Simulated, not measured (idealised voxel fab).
The document below concerns the process module designated voxel capacitor over wiring.
This is section cut - it's 260 nm across, gridded in 5 nm square cells.
Cross-section, as written here: a square-cell grid given band by band from the top down, where a band holds one or more rows of cells.
Top, bottom (nm), then materials left to right with widths (nm); lone material tagged "full width" fills the whole band edge to edge; "empty" = empty space.
The level at which height equals 0 is the one under which the wafer, as it arrives, is entirely one material. No lower edge exists for the bottom band, which continues downward and is notated as in "0 down".
Graded width ("30 to 40"): value in top row of band = first number; value in bottom row = second number; row-to-row change constant.
You'll sometimes find "nothing was modified" written for a step, and that's the way of saying that nowhere in the cross-section did a cell change during that step.
Look at "Fully sealed voids" for the closed voids: empty spaces with no open path to the top, sized 8 cells or up. Each is width x height at distance, distance from the left edge, all nm.
Note: text after step settings on the step line = simulator remark on that step.
Steps that use a mask can have "overlay nm" on their line. It says how far the mask sat to the right of where it was meant to be. Negative means to the left.
Plan:
1. RECEIVE | material Si
2. CONFORMAL_DEP | material SiO2 | thk nm 15
3. DIRECTIONAL_DEP | material TiN | thk nm 5
4. DIRECTIONAL_DEP | material W | thk nm 25
5. DIRECTIONAL_DEP | material aC | thk nm 10
6. PATTERN | tone cover | mask id METAL_1 | material resist | width nm 20 | pitch nm 85 | thk nm 25 | overlay nm 0
7. DIRECTIONAL_ETCH | etch materials aC | depth nm 10
8. STRIP | etch materials resist
9. DIRECTIONAL_ETCH | etch materials W | depth nm 25
10. DIRECTIONAL_ETCH | etch materials TiN | depth nm 5
11. STRIP | etch materials aC
12. CONFORMAL_DEP | material SiN | thk nm 5
13. FILL_DEP | material SiO2 | thk nm 5
14. CMP | height nm 45
15. CONFORMAL_DEP | material SiCN | thk nm 5
16. DIRECTIONAL_DEP | material lowk | thk nm 10
17. MASKED_ETCH | tone open | mask id PLUG_1 | width nm 15 | etch materials lowk | depth nm 10 | overlay nm -15
18. MASKED_ETCH | tone open | mask id PLUG_1 | width nm 15 | etch materials SiCN | depth nm 5 | overlay nm 0
19. CONFORMAL_DEP | material TiN | thk nm 5
20. FILL_DEP | material Cu | thk nm 10
21. CMP | height nm 60
22. DIRECTIONAL_DEP | material TiN | thk nm 10
23. DIRECTIONAL_DEP | material HfO2 | thk nm 5
24. DIRECTIONAL_DEP | material TiN | thk nm 5
25. DIRECTIONAL_DEP | material aC | thk nm 15
26. PATTERN | tone cover | mask id UPPER_PLATE | material resist | width nm 70 | thk nm 35 | overlay nm 0
27. DIRECTIONAL_ETCH | etch materials aC | depth nm 15
28. STRIP | etch materials resist
29. DIRECTIONAL_ETCH | etch materials TiN | depth nm 5
30. DIRECTIONAL_ETCH | etch materials HfO2 | depth nm 5
31. STRIP | etch materials aC
32. MASKED_ETCH | tone cover | mask id LOWER_PLATE | width nm 80 | etch materials TiN | depth nm 10 | overlay nm 0
33. FILL_DEP | material SiO2 | thk nm 20
34. CMP | height nm 95
35. PATTERN | tone open | mask id PLUG_2 | material resist | width nm 15 | thk nm 15 | overlay nm 0
36. DIRECTIONAL_ETCH | etch materials SiO2 | depth nm 15
37. STRIP | etch materials resist
38. CONFORMAL_DEP | material TiN | thk nm 5
39. FILL_DEP | material Cu | thk nm 5
40. CMP | height nm 95
41. CONFORMAL_DEP | material SiN | thk nm 5
All wafers enter the flow in the same state. The overlay nm at step 17 differs from wafer to wafer, and the plan gives the value for the first wafer.
Cross-section of the first of several wafers on receipt, reflecting completion of step 1:
- 0 down = Si full width
- Fully sealed voids: none
Rows = wafers. At module end, each row lists per material the cells gained (+) or lost (-) since the wafer was received, then the closed voids:
overlay nm -15; +3 Cu; +14 HfO2; +52 SiCN; +116 SiN; +651 SiO2; +66 TiN; +40 W; +98 lowk; Fully sealed voids: none
overlay nm -10; +3 Cu; +14 HfO2; +51 SiCN; +116 SiN; +651 SiO2; +67 TiN; +40 W; +98 lowk; Fully sealed voids: none
overlay nm -5; +3 Cu; +14 HfO2; +50 SiCN; +116 SiN; +651 SiO2; +68 TiN; +40 W; +98 lowk; Fully sealed voids: none
overlay nm 0; +4 Cu; +14 HfO2; +49 SiCN; +116 SiN; +651 SiO2; +68 TiN; +40 W; +98 lowk; Fully sealed voids: none
overlay nm 5; +3 Cu; +14 HfO2; +50 SiCN; +116 SiN; +651 SiO2; +68 TiN; +40 W; +98 lowk; Fully sealed voids: none
overlay nm 10; +3 Cu; +14 HfO2; +51 SiCN; +116 SiN; +651 SiO2; +67 TiN; +40 W; +98 lowk; Fully sealed voids: none
overlay nm 15; +3 Cu; +14 HfO2; +52 SiCN; +116 SiN; +651 SiO2; +66 TiN; +40 W; +98 lowk; Fully sealed voids: none
